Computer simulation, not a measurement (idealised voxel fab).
process module | voxel self aligned contacts
295 nm wide, 5 nm square cells: that's cross-section cut.
Notation: cross-section as square-cell grid; stated in bands, top first, going down; one or more cell rows per band. Read a band's entry like this: the first values are the height of its top and the height of its bottom in nm, and what follows is the sequence of materials from left to right, each with its width in nm. Note that "blank" is empty space, and that a single material marked "all across" reaches across the band from edge to edge. Height 0 is the level under which the wafer as received is all one material. The lowest band goes on downwards, as in "z 0 and below". Think of "30->40" as a width that walks from the first number to the second as you go down the band, top row to bottom row, taking equal-sized steps from row to row. Take "no modification" at face value: in the step it is given for, the cross-section changed in none of its cells. Reported under the label "Enclosed void listing" are the empty spaces having no open way to the top and comprising 8 cells or more; the notation for each is width x height at distance, in which the distance is measured from the left edge and all three values are in nm. Formally, on a step line, whatever follows the settings is a remark that the simulator itself makes on the step. On any step carrying a mask, the "overlay nm" setting, if present on the step's line, tells how far right of its planned place the mask lay; negative values point to the left.

PROCESS STEPS FORESEEN IN THE PLAN
1. RECEIVE: material Si
2. OXIDIZE: depth nm 5
3. DIRECTIONAL_DEP: material polySi, thk nm 30
4. DIRECTIONAL_DEP: material SiN, thk nm 20
5. DIRECTIONAL_DEP: material aC, thk nm 10
6. PATTERN: tone cover, mask id GATE, material resist, width nm 25, pitch nm 50, thk nm 25, overlay nm 0
7. DIRECTIONAL_ETCH: etch materials aC, depth nm 10
8. STRIP: etch materials resist
9. DIRECTIONAL_ETCH: etch materials SiN, depth nm 20
10. DIRECTIONAL_ETCH: etch materials polySi, depth nm 30
11. STRIP: etch materials aC
12. CONFORMAL_DEP: material SiN, thk nm 5
13. DIRECTIONAL_ETCH: etch materials SiN, depth nm 5
14. FILL_DEP: material SiO2, thk nm 15
15. CMP: height nm 60
16. DIRECTIONAL_DEP: material aC, thk nm 15
17. PATTERN: tone open, mask id CONTACT, material resist, width nm 35, pitch nm 50, thk nm 30, overlay nm 0
18. DIRECTIONAL_ETCH: etch materials aC, depth nm 15
19. STRIP: etch materials resist
20. DIRECTIONAL_ETCH: etch materials SiO2, depth nm 65
21. STRIP: etch materials aC
22. CONFORMAL_DEP: material TiN, thk nm 5
23. FILL_DEP: material Ru, thk nm 5
24. CMP: height nm 60
25. CONFORMAL_DEP: material SiN, thk nm 5

FIRST OF THE TWO WAFERS, RUN PER PLAN

AS RECEIVED (POST STEP 1): CROSS-SECTION
* z 0 and below: Si all across
* Enclosed void listing: none

STEP 2 COMPLETE: CROSS-SECTION THROUGH THE WAFER
* z 0 to -5: SiO2 all across
* Heights below -5 show no change.

STEP 3 COMPLETE: CROSS-SECTION THROUGH THE WAFER
* z 30 to 0: polySi all across
* Heights below 0 show no change.

STEP 4 COMPLETE: CROSS-SECTION THROUGH THE WAFER
* z 50 to 30: SiN all across
* Heights below 30 show no change.

STEP 5 COMPLETE: CROSS-SECTION THROUGH THE WAFER
* z 60 to 50: aC all across
* Heights below 50 show no change.

STEP 6 COMPLETE: CROSS-SECTION THROUGH THE WAFER
* z 85 to 60: blank 85, then resist 25, then blank 25, then resist 25, then blank 25, then resist 25, then blank 85
* Heights below 60 show no change.

STEP 7 COMPLETE: CROSS-SECTION THROUGH THE WAFER
* z 75 to 60: blank 85, then resist 25, then blank 25, then resist 25, then blank 25, then resist 25, then blank 85
* z 60 to 50: blank 85, then aC 25, then blank 25, then aC 25, then blank 25, then aC 25, then blank 85
* Heights below 50 show no change.

STEP 8 COMPLETE: CROSS-SECTION THROUGH THE WAFER
* z 60 to 50: blank 85, then aC 25, then blank 25, then aC 25, then blank 25, then aC 25, then blank 85
* Heights below 50 show no change.

STEP 9 COMPLETE: CROSS-SECTION THROUGH THE WAFER
* z 60 to 50: blank 85, then aC 25, then blank 25, then aC 25, then blank 25, then aC 25, then blank 85
* z 50 to 30: blank 85, then SiN 25, then blank 25, then SiN 25, then blank 25, then SiN 25, then blank 85
* Heights below 30 show no change.

STEP 10 COMPLETE: CROSS-SECTION THROUGH THE WAFER
* z 60 to 50: blank 85, then aC 25, then blank 25, then aC 25, then blank 25, then aC 25, then blank 85
* z 50 to 30: blank 85, then SiN 25, then blank 25, then SiN 25, then blank 25, then SiN 25, then blank 85
* z 30 to 0: blank 85, then polySi 25, then blank 25, then polySi 25, then blank 25, then polySi 25, then blank 85
* Heights below 0 show no change.

STEP 11 COMPLETE: CROSS-SECTION THROUGH THE WAFER
* z 50 to 30: blank 85, then SiN 25, then blank 25, then SiN 25, then blank 25, then SiN 25, then blank 85
* Heights below 30 show no change.

STEP 12 COMPLETE: CROSS-SECTION THROUGH THE WAFER
* z 55 to 30: blank 80, then SiN 35, then blank 15, then SiN 35, then blank 15, then SiN 35, then blank 80
* z 30 to 5: blank 80, then SiN 5, then polySi 25, then SiN 5, then blank 15, then SiN 5, then polySi 25, then SiN 5, then blank 15, then SiN 5, then polySi 25, then SiN 5, then blank 80
* z 5 to 0: SiN 85, then polySi 25, then SiN 25, then polySi 25, then SiN 25, then polySi 25, then SiN 85
* Heights below 0 show no change.

STEP 13 COMPLETE: CROSS-SECTION THROUGH THE WAFER
* z 50 to 30: blank 80, then SiN 35, then blank 15, then SiN 35, then blank 15, then SiN 35, then blank 80
* z 30 to 0: blank 80, then SiN 5, then polySi 25, then SiN 5, then blank 15, then SiN 5, then polySi 25, then SiN 5, then blank 15, then SiN 5, then polySi 25, then SiN 5, then blank 80
* Heights below 0 show no change.

STEP 14 COMPLETE: CROSS-SECTION THROUGH THE WAFER
* z 65 to 50: SiO2 all across
* z 50 to 30: SiO2 80, then SiN 35, then SiO2 15, then SiN 35, then SiO2 15, then SiN 35, then SiO2 80
* z 30 to 0: SiO2 80, then SiN 5, then polySi 25, then SiN 5, then SiO2 15, then SiN 5, then polySi 25, then SiN 5, then SiO2 15, then SiN 5, then polySi 25, then SiN 5, then SiO2 80
* Heights below 0 show no change.

STEP 15 COMPLETE: CROSS-SECTION THROUGH THE WAFER
* z 60 to 50: SiO2 all across
* Heights below 50 show no change.

STEP 16 COMPLETE: CROSS-SECTION THROUGH THE WAFER
* z 75 to 60: aC all across
* Heights below 60 show no change.

STEP 17 COMPLETE: CROSS-SECTION THROUGH THE WAFER
* z 105 to 75: resist 105, then blank 35, then resist 15, then blank 35, then resist 105
* Heights below 75 show no change.

STEP 18 COMPLETE: CROSS-SECTION THROUGH THE WAFER
* z 90 to 75: resist 105, then blank 35, then resist 15, then blank 35, then resist 105
* z 75 to 60: aC 105, then blank 35, then aC 15, then blank 35, then aC 105
* Heights below 60 show no change.

STEP 19 COMPLETE: CROSS-SECTION THROUGH THE WAFER
* z 75 to 60: aC 105, then blank 35, then aC 15, then blank 35, then aC 105
* Heights below 60 show no change.

STEP 20 COMPLETE: CROSS-SECTION THROUGH THE WAFER
* z 75 to 60: aC 105, then blank 35, then aC 15, then blank 35, then aC 105
* z 60 to 50: SiO2 105, then blank 35, then SiO2 15, then blank 35, then SiO2 105
* z 50 to 30: SiO2 80, then SiN 35, then blank 15, then SiN 35, then blank 15, then SiN 35, then SiO2 80
* z 30 to 0: SiO2 80, then SiN 5, then polySi 25, then SiN 5, then blank 15, then SiN 5, then polySi 25, then SiN 5, then blank 15, then SiN 5, then polySi 25, then SiN 5, then SiO2 80
* z 0 to -5: SiO2 115, then blank 15, then SiO2 35, then blank 15, then SiO2 115
* Heights below -5 show no change.

STEP 21 COMPLETE: CROSS-SECTION THROUGH THE WAFER
* z 60 to 50: SiO2 105, then blank 35, then SiO2 15, then blank 35, then SiO2 105
* Heights below 50 show no change.

STEP 22 COMPLETE: CROSS-SECTION THROUGH THE WAFER
* z 65 to 60: TiN 110, then blank 25, then TiN 25, then blank 25, then TiN 110
* z 60 to 50: SiO2 105, then TiN 5->15, then blank 25->5, then TiN 5->15, then SiO2 15, then TiN 5->15, then blank 25->5, then TiN 5->15, then SiO2 105
* z 50 to 30: SiO2 80, then SiN 35, then TiN 5, then blank 5, then TiN 5, then SiN 35, then TiN 5, then blank 5, then TiN 5, then SiN 35, then SiO2 80
* z 30 to 0: SiO2 80, then SiN 5, then polySi 25, then SiN 5, then TiN 5, then blank 5, then TiN 5, then SiN 5, then polySi 25, then SiN 5, then TiN 5, then blank 5, then TiN 5, then SiN 5, then polySi 25, then SiN 5, then SiO2 80
* z 0 to -5: SiO2 115, then TiN 15, then SiO2 35, then TiN 15, then SiO2 115
* Heights below -5 show no change.

STEP 23 COMPLETE: CROSS-SECTION THROUGH THE WAFER
* z 70 to 65: Ru all across
* z 65 to 60: TiN 110, then Ru 25, then TiN 25, then Ru 25, then TiN 110
* z 60 to 50: SiO2 105, then TiN 5->15, then Ru 25->5, then TiN 5->15, then SiO2 15, then TiN 5->15, then Ru 25->5, then TiN 5->15, then SiO2 105
* z 50 to 30: SiO2 80, then SiN 35, then TiN 5, then Ru 5, then TiN 5, then SiN 35, then TiN 5, then Ru 5, then TiN 5, then SiN 35, then SiO2 80
* z 30 to 0: SiO2 80, then SiN 5, then polySi 25, then SiN 5, then TiN 5, then Ru 5, then TiN 5, then SiN 5, then polySi 25, then SiN 5, then TiN 5, then Ru 5, then TiN 5, then SiN 5, then polySi 25, then SiN 5, then SiO2 80
* Heights below 0 show no change.

STEP 24 COMPLETE: CROSS-SECTION THROUGH THE WAFER
* z 60 to 50: SiO2 105, then TiN 5->15, then Ru 25->5, then TiN 5->15, then SiO2 15, then TiN 5->15, then Ru 25->5, then TiN 5->15, then SiO2 105
* Heights below 50 show no change.

STEP 25 COMPLETE: CROSS-SECTION THROUGH THE WAFER
* z 65 to 60: SiN all across
* Heights below 60 show no change.

SECOND WAFER. START AND PLAN AS FOR THE FIRST. ONE MISTAKE MADE IN RUNNING. AGREES WITH THE FIRST UP TO AND INCLUDING STEP 2

SECOND WAFER: CROSS-SECTION AT THE SCHEDULED END OF STEP 3
* z 20 to 0: SiN all across
* Heights below 0 show no change.

SECOND WAFER: CROSS-SECTION AT THE SCHEDULED END OF STEP 4
* z 50 to 20: polySi all across
* Heights below 20 show no change.

SECOND WAFER: CROSS-SECTION AT THE SCHEDULED END OF STEP 5
* z 60 to 50: aC all across
* Heights below 50 show no change.

SECOND WAFER: CROSS-SECTION AT THE SCHEDULED END OF STEP 6
* z 85 to 60: blank 85, then resist 25, then blank 25, then resist 25, then blank 25, then resist 25, then blank 85
* Heights below 60 show no change.

SECOND WAFER: CROSS-SECTION AT THE SCHEDULED END OF STEP 7
* z 75 to 60: blank 85, then resist 25, then blank 25, then resist 25, then blank 25, then resist 25, then blank 85
* z 60 to 50: blank 85, then aC 25, then blank 25, then aC 25, then blank 25, then aC 25, then blank 85
* Heights below 50 show no change.

SECOND WAFER: CROSS-SECTION AT THE SCHEDULED END OF STEP 8
* z 60 to 50: blank 85, then aC 25, then blank 25, then aC 25, then blank 25, then aC 25, then blank 85
* Heights below 50 show no change.

Second wafer: cross-section at the scheduled end of step 9: no modification

SECOND WAFER: CROSS-SECTION AT THE SCHEDULED END OF STEP 10
* z 60 to 50: blank 85, then aC 25, then blank 25, then aC 25, then blank 25, then aC 25, then blank 85
* z 50 to 20: blank 85, then polySi 25, then blank 25, then polySi 25, then blank 25, then polySi 25, then blank 85
* Heights below 20 show no change.

SECOND WAFER: CROSS-SECTION AT THE SCHEDULED END OF STEP 11
* z 50 to 20: blank 85, then polySi 25, then blank 25, then polySi 25, then blank 25, then polySi 25, then blank 85
* Heights below 20 show no change.

SECOND WAFER: CROSS-SECTION AT THE SCHEDULED END OF STEP 12
* z 55 to 50: blank 80, then SiN 35, then blank 15, then SiN 35, then blank 15, then SiN 35, then blank 80
* z 50 to 25: blank 80, then SiN 5, then polySi 25, then SiN 5, then blank 15, then SiN 5, then polySi 25, then SiN 5, then blank 15, then SiN 5, then polySi 25, then SiN 5, then blank 80
* z 25 to 20: SiN 85, then polySi 25, then SiN 25, then polySi 25, then SiN 25, then polySi 25, then SiN 85
* Heights below 20 show no change.

SECOND WAFER: CROSS-SECTION AT THE SCHEDULED END OF STEP 13
* z 50 to 20: blank 80, then SiN 5, then polySi 25, then SiN 5, then blank 15, then SiN 5, then polySi 25, then SiN 5, then blank 15, then SiN 5, then polySi 25, then SiN 5, then blank 80
* Heights below 20 show no change.

SECOND WAFER: CROSS-SECTION AT THE SCHEDULED END OF STEP 14
* z 65 to 50: SiO2 all across
* z 50 to 20: SiO2 80, then SiN 5, then polySi 25, then SiN 5, then SiO2 15, then SiN 5, then polySi 25, then SiN 5, then SiO2 15, then SiN 5, then polySi 25, then SiN 5, then SiO2 80
* Heights below 20 show no change.

SECOND WAFER: CROSS-SECTION AT THE SCHEDULED END OF STEP 15
* z 60 to 50: SiO2 all across
* Heights below 50 show no change.

SECOND WAFER: CROSS-SECTION AT THE SCHEDULED END OF STEP 16
* z 75 to 60: aC all across
* Heights below 60 show no change.

SECOND WAFER: CROSS-SECTION AT THE SCHEDULED END OF STEP 17
* z 105 to 75: resist 105, then blank 35, then resist 15, then blank 35, then resist 105
* Heights below 75 show no change.

SECOND WAFER: CROSS-SECTION AT THE SCHEDULED END OF STEP 18
* z 90 to 75: resist 105, then blank 35, then resist 15, then blank 35, then resist 105
* z 75 to 60: aC 105, then blank 35, then aC 15, then blank 35, then aC 105
* Heights below 60 show no change.

SECOND WAFER: CROSS-SECTION AT THE SCHEDULED END OF STEP 19
* z 75 to 60: aC 105, then blank 35, then aC 15, then blank 35, then aC 105
* Heights below 60 show no change.

SECOND WAFER: CROSS-SECTION AT THE SCHEDULED END OF STEP 20
* z 75 to 60: aC 105, then blank 35, then aC 15, then blank 35, then aC 105
* z 60 to 50: SiO2 105, then blank 35, then SiO2 15, then blank 35, then SiO2 105
* z 50 to 20: SiO2 80, then SiN 5, then polySi 25, then SiN 5, then blank 15, then SiN 5, then polySi 25, then SiN 5, then blank 15, then SiN 5, then polySi 25, then SiN 5, then SiO2 80
* Heights below 20 show no change.

SECOND WAFER: CROSS-SECTION AT THE SCHEDULED END OF STEP 21
* z 60 to 50: SiO2 105, then blank 35, then SiO2 15, then blank 35, then SiO2 105
* Heights below 50 show no change.

SECOND WAFER: CROSS-SECTION AT THE SCHEDULED END OF STEP 22
* z 65 to 60: TiN 110, then blank 25, then TiN 25, then blank 25, then TiN 110
* z 60 to 50: SiO2 105, then TiN 5->15, then blank 25->5, then TiN 5->15, then SiO2 15, then TiN 5->15, then blank 25->5, then TiN 5->15, then SiO2 105
* z 50 to 25: SiO2 80, then SiN 5, then polySi 25, then SiN 5, then TiN 5, then blank 5, then TiN 5, then SiN 5, then polySi 25, then SiN 5, then TiN 5, then blank 5, then TiN 5, then SiN 5, then polySi 25, then SiN 5, then SiO2 80
* z 25 to 20: SiO2 80, then SiN 5, then polySi 25, then SiN 5, then TiN 15, then SiN 5, then polySi 25, then SiN 5, then TiN 15, then SiN 5, then polySi 25, then SiN 5, then SiO2 80
* Heights below 20 show no change.

SECOND WAFER: CROSS-SECTION AT THE SCHEDULED END OF STEP 23
* z 70 to 65: Ru all across
* z 65 to 60: TiN 110, then Ru 25, then TiN 25, then Ru 25, then TiN 110
* z 60 to 50: SiO2 105, then TiN 5->15, then Ru 25->5, then TiN 5->15, then SiO2 15, then TiN 5->15, then Ru 25->5, then TiN 5->15, then SiO2 105
* z 50 to 25: SiO2 80, then SiN 5, then polySi 25, then SiN 5, then TiN 5, then Ru 5, then TiN 5, then SiN 5, then polySi 25, then SiN 5, then TiN 5, then Ru 5, then TiN 5, then SiN 5, then polySi 25, then SiN 5, then SiO2 80
* Heights below 25 show no change.

SECOND WAFER: CROSS-SECTION AT THE SCHEDULED END OF STEP 24
* z 60 to 50: SiO2 105, then TiN 5->15, then Ru 25->5, then TiN 5->15, then SiO2 15, then TiN 5->15, then Ru 25->5, then TiN 5->15, then SiO2 105
* Heights below 50 show no change.

SECOND WAFER: CROSS-SECTION AT THE SCHEDULED END OF STEP 25
* z 65 to 60: SiN all across
* Heights below 60 show no change.
Where did the run depart from the plan? the intended sequence of steps 3 and 4 was reversed during processing, with each occupying the position of the other
Final cells, second wafer relative to first, materials higher or lower: -10 Ru, +152 SiN, -122 SiO2, -20 TiN
